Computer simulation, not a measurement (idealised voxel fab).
Proc. module: voxel capacitor over wiring
Square cells of 5 nm make up the cross-section cut, whose width is 240 nm.
In what follows, cross-sections appear as grids of square cells, described through bands that run from the top down, where every band is one or more rows of cells.
Basically the band line says how high the top is and how high the bottom is, in nm, and then what's in it from left to right, every material with its width in nm. Empty space shows up as "air", and if a single material carries "everywhere" it runs the full band edge to edge.
For the purposes of this specification, 0 denotes the height below which the wafer in its as-received condition is composed wholly of one material, and the lowermost band, lacking a lower limit, extends downward without end, as expressed in "0 and below".
It should be noted that a width expressed as "30 to 40" varies in equal increments from row to row of cells within the band, taking the value of the first number at the top row and that of the second number at the bottom row.
"remained the same" means the step left every cell of the cross-section as it was.
Empty spaces without an open route to the top, at least 8 cells in extent, make up the entry "Enclosed cavity list"; each is given as width x height at distance, where the distance is measured from the left edge, and all are in nm.
Post-settings text on a step line: simulator's own remark regarding the step.
"overlay nm", when on a step's line for a step with a mask, measures how far to the right of its planned place the mask lay; a negative measure means to the left.
Planned step list for the process
step 1: RECEIVE, material Si
step 2: CONFORMAL_DEP, material SiO2, thk nm 15
step 3: DIRECTIONAL_DEP, material TiN, thk nm 5
step 4: DIRECTIONAL_DEP, material W, thk nm 15
step 5: MASKED_ETCH, tone cover, mask id METAL_1, width nm 30, pitch nm 90, etch materials W, depth nm 15, overlay nm 0
step 6: MASKED_ETCH, tone cover, mask id METAL_1, width nm 30, pitch nm 90, etch materials TiN, depth nm 5, overlay nm 0
step 7: FILL_DEP, material SiO2, thk nm 5
step 8: CMP, height nm 35
step 9: CONFORMAL_DEP, material SiCN, thk nm 5
step 10: DIRECTIONAL_DEP, material SiO2, thk nm 20
step 11: DIRECTIONAL_DEP, material aC, thk nm 10
step 12: PATTERN, tone open, mask id PLUG_1, material resist, width nm 15, thk nm 30, overlay nm 0
step 13: DIRECTIONAL_ETCH, etch materials aC, depth nm 10
step 14: STRIP, etch materials resist
step 15: DIRECTIONAL_ETCH, etch materials SiO2, depth nm 20
step 16: DIRECTIONAL_ETCH, etch materials SiCN, depth nm 5
step 17: STRIP, etch materials aC
step 18: EPI, material Ru, thk nm 10
step 19: EPI, material Ru, thk nm 10
step 20: EPI, material Ru, thk nm 5
step 21: DIRECTIONAL_DEP, material TiN, thk nm 5
step 22: DIRECTIONAL_DEP, material SiN, thk nm 5
step 23: DIRECTIONAL_DEP, material TiN, thk nm 5
step 24: MASKED_ETCH, tone cover, mask id UPPER_PLATE, width nm 65, etch materials TiN, depth nm 5, overlay nm 0
step 25: MASKED_ETCH, tone cover, mask id UPPER_PLATE, width nm 65, etch materials SiN, depth nm 5, overlay nm 0
step 26: MASKED_ETCH, tone cover, mask id LOWER_PLATE, width nm 75, etch materials TiN, depth nm 5, overlay nm 0
step 27: FILL_DEP, material SiO2, thk nm 20
step 28: CMP, height nm 90
step 29: DIRECTIONAL_DEP, material aC, thk nm 10
step 30: PATTERN, tone open, mask id PLUG_2, material resist, width nm 15, thk nm 30, overlay nm 0
step 31: DIRECTIONAL_ETCH, etch materials aC, depth nm 10
step 32: STRIP, etch materials resist
step 33: DIRECTIONAL_ETCH, etch materials SiO2, depth nm 15
step 34: STRIP, etch materials aC
step 35: CONFORMAL_DEP, material TiN, thk nm 5
step 36: FILL_DEP, material W, thk nm 5
step 37: CMP, height nm 90
step 38: CONFORMAL_DEP, material SiCN, thk nm 5
As-received state of the wafer in cross-section, equivalent to post-step 1
* 0 and below: Si everywhere
* Enclosed cavity list: none
First of two wafers at the end of the module, shown in cross-section; run carried out as planned
* 95 down to 90: SiCN everywhere
* 90 down to 80: SiO2: 85; TiN: 5; W: 5; TiN: 5; SiO2: 140
* 80 down to 70: SiO2: 85 to 75; TiN: 15 to 65; SiO2: 140 to 100
* 70 down to 65: SiO2: 75; SiN: 65; SiO2: 100
* 65 down to 60: SiO2: 70; TiN: 75; SiO2: 95
* 60 down to 40: SiO2: 75; Ru: 15; SiO2: 150
* 40 down to 35: SiCN: 75; Ru: 15; SiCN: 150
* 35 down to 20: SiO2: 60; W: 30; SiO2: 60; W: 30; SiO2: 60
* 20 down to 15: SiO2: 60; TiN: 30; SiO2: 60; TiN: 30; SiO2: 60
* 15 down to 0: SiO2 everywhere
* 0 and below: Si everywhere
* Enclosed cavity list: none
Wafer two cross-section, module end. Start and plan unchanged from wafer one; one mistake made during the run
* 95 down to 90: SiCN everywhere
* 90 down to 80: SiO2: 85; TiN: 5; W: 5; TiN: 5; SiO2: 140
* 80 down to 70: SiO2: 85; TiN: 15 to 60; SiO2: 140 to 95
* 70 down to 65: SiO2: 75; SiN: 75; SiO2: 90
* 65 down to 60: SiO2: 70; TiN: 80; SiO2: 90
* 60 down to 40: SiO2: 75; Ru: 15; SiO2: 150
* 40 down to 35: SiCN: 75; Ru: 15; SiCN: 150
* 35 down to 20: SiO2: 60; W: 30; SiO2: 60; W: 30; SiO2: 60
* 20 down to 15: SiO2: 60; TiN: 30; SiO2: 60; TiN: 30; SiO2: 60
* 15 down to 0: SiO2 everywhere
* 0 and below: Si everywhere
* Enclosed cavity list: none
Where did the run depart from the plan? step 24 went in with a setting other than planned; the actual run was MASKED_ETCH, tone cover, mask id UPPER_PLATE, width nm 65, etch materials TiN, depth nm 5, overlay nm 10
Count the cells at the end and the second wafer has more or fewer of some materials than the first: SiN +2 | SiO2 -2
